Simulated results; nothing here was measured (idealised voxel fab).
Process module, titled voxel wiring stack
FYI the section here is cut, 290 nm wide, cells are 5 nm squares.
Bands, listed from the top down, are how a cross-section gets written in this document; the cross-section itself is a grid of square cells, and a band is one or more rows of them.
Within each band entry, the heights of the top and of the bottom of the band appear first, in that order and in nm; the materials of the band then follow from left to right, each with its corresponding width in nm. The designation "throughout" on a single material indicates that it fills the band from edge to edge; the designation "empty" indicates empty space.
Height reference: 0 = level under which incoming wafer is all one material. Lowest band: no bottom, runs on downward, e.g. "top 0, no bottom".
Top row gets the first number, bottom row gets the second, and each row in between changes by the same step: that is how a band width like "30..40" works.
"remains unaltered" means the step left every cell of the cross-section as it was.
In the "Enclosed empty spaces" entry, you get each enclosed empty space of 8 cells or more, one with no open way to the top, written width x height at distance, distance from the left edge, in nm.
Text after the settings on a step's line: the simulator's own remark on that step.
Among the settings permitted on a step's line is "overlay nm"; applied to a step with a mask, it specifies the extent to which the mask lay to the right of its planned position, whereas a negative figure signifies a position to the left.
Planned step list for the process
1 RECEIVE,material Si
2 CONFORMAL_DEP,material SiO2,thk nm 15
3 CONFORMAL_DEP,material SiCN,thk nm 5
4 DIRECTIONAL_DEP,material SiO2,thk nm 20
5 PATTERN,tone open,mask id METAL_1,material resist,width nm 30,pitch nm 50,thk nm 15,overlay nm 0
6 DIRECTIONAL_ETCH,etch materials SiO2,depth nm 20
7 DIRECTIONAL_ETCH,etch materials SiCN,depth nm 5
8 STRIP,etch materials resist
9 CONFORMAL_DEP,material TiN,thk nm 5
10 FILL_DEP,material Cu,thk nm 5
11 CMP,height nm 40
12 EPI,material Ru,thk nm 5
13 FILL_DEP,material SiCN,thk nm 5
14 DIRECTIONAL_DEP,material lowk,thk nm 20
15 DIRECTIONAL_DEP,material aC,thk nm 15
16 PATTERN,tone open,mask id PLUG_1,material resist,width nm 15,pitch nm 50,thk nm 35,overlay nm 0
17 DIRECTIONAL_ETCH,etch materials aC,depth nm 15
18 STRIP,etch materials resist
19 DIRECTIONAL_ETCH,etch materials lowk,depth nm 20
20 DIRECTIONAL_ETCH,etch materials SiCN,depth nm 5
21 STRIP,etch materials aC
22 CONFORMAL_DEP,material TiN,thk nm 5
23 FILL_DEP,material Ru,thk nm 5
24 CMP,height nm 70
25 CONFORMAL_DEP,material SiN,thk nm 5
26 DIRECTIONAL_DEP,material lowk,thk nm 15
27 MASKED_ETCH,tone open,mask id METAL_2,width nm 20,pitch nm 50,etch materials lowk,depth nm 15,overlay nm 0
28 MASKED_ETCH,tone open,mask id METAL_2,width nm 30,pitch nm 50,etch materials SiN,depth nm 5,overlay nm 0
29 CONFORMAL_DEP,material TiN,thk nm 5
30 FILL_DEP,material Cu,thk nm 10
31 CMP,height nm 90
32 CONFORMAL_DEP,material SiCN,thk nm 5
The width nm used in step 27 is not the same on every wafer, whereas the starting condition is; the value printed in the plan is the first wafer's.
First wafer as received, after step 1
- top 0, no bottom  Si throughout
- Enclosed empty spaces: none
Quick look at the cross-section of the first of several wafers after step 32, which wraps up the module
- top 95, bottom 90  SiCN throughout
- top 90, bottom 75  60 nm lowk | 5 nm TiN | 10 nm Cu | 5 nm TiN | 30 nm lowk | 5 nm TiN | 10 nm Cu | 5 nm TiN | 30 nm lowk | 5 nm TiN | 10 nm Cu | 5 nm TiN | 30 nm lowk | 5 nm TiN | 10 nm Cu | 5 nm TiN | 60 nm lowk
- top 75, bottom 70  60 nm SiN | 20 nm TiN | 30 nm SiN | 20 nm TiN | 30 nm SiN | 20 nm TiN | 30 nm SiN | 20 nm TiN | 60 nm SiN
- top 70, bottom 50  55 nm lowk | 5 nm TiN | 5 nm Ru | 5 nm TiN | 35 nm lowk | 5 nm TiN | 5 nm Ru | 5 nm TiN | 35 nm lowk | 5 nm TiN | 5 nm Ru | 5 nm TiN | 35 nm lowk | 5 nm TiN | 5 nm Ru | 5 nm TiN | 70 nm lowk
- top 50, bottom 45  55 nm SiCN | 15 nm TiN | 35 nm SiCN | 15 nm TiN | 35 nm SiCN | 15 nm TiN | 35 nm SiCN | 15 nm TiN | 70 nm SiCN
- top 45, bottom 40  50 nm SiCN | 40 nm Ru | 10 nm SiCN | 40 nm Ru | 10 nm SiCN | 40 nm Ru | 10 nm SiCN | 40 nm Ru | 50 nm SiCN
- top 40, bottom 20  55 nm SiO2 | 5 nm TiN | 20 nm Cu | 5 nm TiN | 20 nm SiO2 | 5 nm TiN | 20 nm Cu | 5 nm TiN | 20 nm SiO2 | 5 nm TiN | 20 nm Cu | 5 nm TiN | 20 nm SiO2 | 5 nm TiN | 20 nm Cu | 5 nm TiN | 55 nm SiO2
- top 20, bottom 15  55 nm SiCN | 30 nm TiN | 20 nm SiCN | 30 nm TiN | 20 nm SiCN | 30 nm TiN | 20 nm SiCN | 30 nm TiN | 55 nm SiCN
- top 15, bottom 0  SiO2 throughout
- top 0, no bottom  Si throughout
- Enclosed empty spaces: none
Wafer cross-section (last wafer, module end)
- top 95, bottom 90  SiCN throughout
- top 90, bottom 80  55 nm lowk | 5 nm TiN | 25 nm Cu | 5 nm TiN | 15 nm lowk | 5 nm TiN | 25 nm Cu | 5 nm TiN | 15 nm lowk | 5 nm TiN | 25 nm Cu | 5 nm TiN | 15 nm lowk | 5 nm TiN | 25 nm Cu | 5 nm TiN | 50 nm lowk
- top 80, bottom 75  55 nm lowk | 5 nm TiN | 20 nm Cu | 10 nm TiN | 15 nm lowk | 5 nm TiN | 20 nm Cu | 10 nm TiN | 15 nm lowk | 5 nm TiN | 20 nm Cu | 10 nm TiN | 15 nm lowk | 5 nm TiN | 20 nm Cu | 10 nm TiN | 50 nm lowk
- top 75, bottom 70  55 nm SiN | 30 nm TiN | 20 nm SiN | 30 nm TiN | 20 nm SiN | 30 nm TiN | 20 nm SiN | 30 nm TiN | 55 nm SiN
- top 70, bottom 50  55 nm lowk | 5 nm TiN | 5 nm Ru | 5 nm TiN | 35 nm lowk | 5 nm TiN | 5 nm Ru | 5 nm TiN | 35 nm lowk | 5 nm TiN | 5 nm Ru | 5 nm TiN | 35 nm lowk | 5 nm TiN | 5 nm Ru | 5 nm TiN | 70 nm lowk
- top 50, bottom 45  55 nm SiCN | 15 nm TiN | 35 nm SiCN | 15 nm TiN | 35 nm SiCN | 15 nm TiN | 35 nm SiCN | 15 nm TiN | 70 nm SiCN
- top 45, bottom 40  50 nm SiCN | 40 nm Ru | 10 nm SiCN | 40 nm Ru | 10 nm SiCN | 40 nm Ru | 10 nm SiCN | 40 nm Ru | 50 nm SiCN
- top 40, bottom 20  55 nm SiO2 | 5 nm TiN | 20 nm Cu | 5 nm TiN | 20 nm SiO2 | 5 nm TiN | 20 nm Cu | 5 nm TiN | 20 nm SiO2 | 5 nm TiN | 20 nm Cu | 5 nm TiN | 20 nm SiO2 | 5 nm TiN | 20 nm Cu | 5 nm TiN | 55 nm SiO2
- top 20, bottom 15  55 nm SiCN | 30 nm TiN | 20 nm SiCN | 30 nm TiN | 20 nm SiCN | 30 nm TiN | 20 nm SiCN | 30 nm TiN | 55 nm SiCN
- top 15, bottom 0  SiO2 throughout
- top 0, no bottom  Si throughout
- Enclosed empty spaces: none
Below: a row per wafer. Contents at end of module: for every material, cells gained since receipt (+) or lost since receipt (-); then closed voids
width nm 20; +88 Cu; +48 Ru; +164 SiCN; +42 SiN; +310 SiO2; +140 TiN; +310 lowk; Enclosed empty spaces: none
width nm 25; +100 Cu; +48 Ru; +164 SiCN; +38 SiN; +310 SiO2; +144 TiN; +298 lowk; Enclosed empty spaces: none
width nm 30; +112 Cu; +48 Ru; +164 SiCN; +34 SiN; +310 SiO2; +148 TiN; +286 lowk; Enclosed empty spaces: none
width nm 35; +120 Cu; +48 Ru; +164 SiCN; +34 SiN; +310 SiO2; +152 TiN; +274 lowk; Enclosed empty spaces: none
